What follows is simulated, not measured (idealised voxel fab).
Presented below is a process module, voxel gate over fins.
The cross-section on display is named cut; it measures 210 nm wide, and its cells are 5 nm squares.
Cross-section spec: square-cell grid; bands listed top down; each band is one or more rows. The band entry comprises the height of the band's top followed by the height of its bottom, expressed in nm, and subsequently the band's materials from left to right, each stated together with its width in nm. Where a single material is marked with the word "throughout", that material fills the band from edge to edge. The word "empty" represents empty space. Basically, 0 is our baseline, since under it the wafer straight out of the box is all one material. The bottom band has no lower end and keeps on going down, so it looks like "top 0, no bottom". Width spec "30 to 40" -> top row of cells at first value, bottom row at second value, equal per-row change in between. "no change" for a step: no cell of the cross-section changed in that step. Each empty space that has no open way to the top and spans at least 8 cells appears under "Enclosed void list" as width x height at distance, the distance counted from the left edge, all in nm. after a step's settings: what the simulator itself notes on the step. Steps that use a mask can have "overlay nm" on their line. It says how far the mask sat to the right of where it was meant to be. Negative means to the left.
List of planned process steps:
step 1: RECEIVE: material Si
step 2: CONFORMAL_DEP: material SiN, thk nm 5
step 3: DIRECTIONAL_DEP: material aC, thk nm 10
step 4: PATTERN: tone cover, mask id FINS, material resist, width nm 15, pitch nm 45, thk nm 30, overlay nm 0
step 5: DIRECTIONAL_ETCH: etch materials aC, depth nm 10
step 6: STRIP: etch materials resist
step 7: DIRECTIONAL_ETCH: etch materials SiN, depth nm 5
step 8: DIRECTIONAL_ETCH: etch materials Si, depth nm 35
step 9: STRIP: etch materials aC
step 10: OXIDIZE: depth nm 5
step 11: FILL_DEP: material SiO2, thk nm 15
step 12: CMP: height nm 5
step 13: SELECTIVE_ETCH: etch materials SiO2, depth nm 20
step 14: STRIP: etch materials SiN
step 15: CONFORMAL_DEP: material HfO2, thk nm 5
step 16: CONFORMAL_DEP: material TiN, thk nm 5
step 17: FILL_DEP: material W, thk nm 10
step 18: CMP: height nm 15
step 19: CONFORMAL_DEP: material SiN, thk nm 10
Cross-sectional view of the wafer in its as-received condition, corresponding to the state after step 1:
    top 0, no bottom | Si throughout
    Enclosed void list: none
First of two wafers, end-of-module section, run followed plan:
    top 25, bottom 15 | SiN throughout
    top 15, bottom 10 | W throughout
    top 10, bottom 5 | W 45 nm / TiN 25 nm / W 20 nm / TiN 25 nm / W 20 nm / TiN 25 nm / W 50 nm
    top 5, bottom 0 | W 45 nm / TiN 5 nm / HfO2 15 nm / TiN 5 nm / W 20 nm / TiN 5 nm / HfO2 15 nm / TiN 5 nm / W 20 nm / TiN 5 nm / HfO2 15 nm / TiN 5 nm / W 50 nm
    top 0, bottom -5 | W 45 nm / TiN 5 nm / HfO2 5 nm / Si 5 nm / HfO2 5 nm / TiN 5 nm / W 20 nm / TiN 5 nm / HfO2 5 nm / Si 5 nm / HfO2 5 nm / TiN 5 nm / W 20 nm / TiN 5 nm / HfO2 5 nm / Si 5 nm / HfO2 5 nm / TiN 5 nm / W 50 nm
    top -5, bottom -10 | TiN 50 nm / HfO2 5 nm / Si 5 nm / HfO2 5 nm / TiN 30 nm / HfO2 5 nm / Si 5 nm / HfO2 5 nm / TiN 30 nm / HfO2 5 nm / Si 5 nm / HfO2 5 nm / TiN 55 nm
    top -10, bottom -15 | HfO2 55 nm / Si 5 nm / HfO2 40 nm / Si 5 nm / HfO2 40 nm / Si 5 nm / HfO2 60 nm
    top -15, bottom -40 | SiO2 55 nm / Si 5 nm / SiO2 40 nm / Si 5 nm / SiO2 40 nm / Si 5 nm / SiO2 60 nm
    top -40, no bottom | Si throughout
    Enclosed void list: none
So this is wafer number two of the two, cut at the end of the module - it started where the first did and had the same plan, we just got one thing wrong running it:
    top 25, bottom 15 | SiN throughout
    top 15, bottom 10 | W throughout
    top 10, bottom 5 | W 45 nm / TiN 25 nm / W 20 nm / TiN 25 nm / W 20 nm / TiN 25 nm / W 50 nm
    top 5, bottom 0 | W 45 nm / TiN 5 nm / HfO2 15 nm / TiN 5 nm / W 20 nm / TiN 5 nm / HfO2 15 nm / TiN 5 nm / W 20 nm / TiN 5 nm / HfO2 15 nm / TiN 5 nm / W 50 nm
    top 0, bottom -5 | W 45 nm / TiN 5 nm / HfO2 5 nm / Si 5 nm / HfO2 5 nm / TiN 5 nm / W 20 nm / TiN 5 nm / HfO2 5 nm / Si 5 nm / HfO2 5 nm / TiN 5 nm / W 20 nm / TiN 5 nm / HfO2 5 nm / Si 5 nm / HfO2 5 nm / TiN 5 nm / W 50 nm
    top -5, bottom -10 | TiN 40 nm / W 5 nm / TiN 5 nm / HfO2 5 nm / Si 5 nm / HfO2 5 nm / TiN 5 nm / W 20 nm / TiN 5 nm / HfO2 5 nm / Si 5 nm / HfO2 5 nm / TiN 5 nm / W 20 nm / TiN 5 nm / HfO2 5 nm / Si 5 nm / HfO2 5 nm / TiN 5 nm / W 5 nm / TiN 45 nm
    top -10, bottom -15 | HfO2 35 nm / TiN 15 nm / HfO2 5 nm / Si 5 nm / HfO2 5 nm / TiN 30 nm / HfO2 5 nm / Si 5 nm / HfO2 5 nm / TiN 30 nm / HfO2 5 nm / Si 5 nm / HfO2 5 nm / TiN 15 nm / HfO2 40 nm
    top -15, bottom -20 | SiO2 30 nm / HfO2 25 nm / Si 5 nm / HfO2 40 nm / Si 5 nm / HfO2 40 nm / Si 5 nm / HfO2 25 nm / SiO2 35 nm
    top -20, bottom -40 | SiO2 55 nm / Si 5 nm / SiO2 40 nm / Si 5 nm / SiO2 40 nm / Si 5 nm / SiO2 60 nm
    top -40, no bottom | Si throughout
    Enclosed void list: none
What went wrong in running the wafer? steps 13 and 14 were swapped
At the finish, the second wafer shows more or fewer cells for some materials than the first does: 8 more of HfO2; 26 fewer of SiO2; 8 more of TiN; 10 more of W
